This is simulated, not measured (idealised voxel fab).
process module | voxel gate over fins
cross-section cut | 230 nm wide | cells 5 nm
A cross-section is a grid of square cells, given in bands from the top down. A band is one or more rows of cells.
Each band's line starts with the height of the band's top and of its bottom, in nm. Then come its materials from left to right, each with its width in nm. One material with "throughout" fills the band from edge to edge. "air" is empty space.
Height 0 is the level under which the wafer as received is all one material. The lowest band goes on downwards, as in "0 down".
A width such as "30 to 40" changes by the same amount from each row of cells to the next, from the band's top row to its bottom row.
"no change" after a step means that no cell of the cross-section changed.
closed voids: empty space of 8 cells or more with no open way to the top, each as width x height at its distance from the left edge, in nm
after a step's settings: what the simulator itself notes on the step
overlay nm, on a step with a mask: how far to the right of its planned place the mask lay; to the left if negative
plan
1 op RECEIVE | material Si
2 op CONFORMAL_DEP | material SiN | thk nm 10
3 op PATTERN | tone cover | mask id FINS | material resist | width nm 15 | pitch nm 35 | thk nm 15 | overlay nm 0
4 op DIRECTIONAL_ETCH | etch materials SiN | depth nm 10
5 op DIRECTIONAL_ETCH | etch materials Si | depth nm 30
6 op STRIP | etch materials resist
7 op OXIDIZE | depth nm 5
8 op FILL_DEP | material SiO2 | thk nm 15
9 op CMP | height nm 10
10 op SELECTIVE_ETCH | etch materials SiO2 | depth nm 20
11 op STRIP | etch materials SiN
12 op CONFORMAL_DEP | material HfO2 | thk nm 5
13 op CONFORMAL_DEP | material TiN | thk nm 5
14 op CONFORMAL_DEP | material TiAl | thk nm 5
15 op CONFORMAL_DEP | material TiN | thk nm 5
16 op FILL_DEP | material W | thk nm 10
17 op CMP | height nm 25
18 op CONFORMAL_DEP | material SiCN | thk nm 10
as received, after step 1
  0 down: Si throughout
  closed voids: none
a wafer at the end: this start, this plan, one mistake
  35 to 25: SiCN throughout
  25 to 20: W throughout
  20 to 15: W 55 | TiN 120 | W 55
  15 to 10: W 55 | TiN 5 | TiAl 110 | TiN 5 | W 55
  10 to 5: TiN 60 | TiAl 5 | TiN 30 | TiAl 5 | TiN 30 | TiAl 5 | TiN 30 | TiAl 5 | TiN 60
  5 to 0: TiAl 65 | TiN 5 | HfO2 20 | TiN 5 | TiAl 5 | TiN 5 | HfO2 20 | TiN 5 | TiAl 5 | TiN 5 | HfO2 20 | TiN 5 | TiAl 65
  0 to -5: TiN 70 | HfO2 5 | Si 10 | HfO2 5 | TiN 15 | HfO2 5 | Si 10 | HfO2 5 | TiN 15 | HfO2 5 | Si 10 | HfO2 5 | TiN 70
  -5 to -10: HfO2 75 | Si 10 | HfO2 25 | Si 10 | HfO2 25 | Si 10 | HfO2 75
  -10 to -35: SiO2 75 | Si 10 | SiO2 25 | Si 10 | SiO2 25 | Si 10 | SiO2 75
  -35 down: Si throughout
  closed voids: none
what went wrong: step 3 ran as: op PATTERN | tone cover | mask id FINS | material resist | width nm 20 | pitch nm 35 | thk nm 15 | overlay nm 0
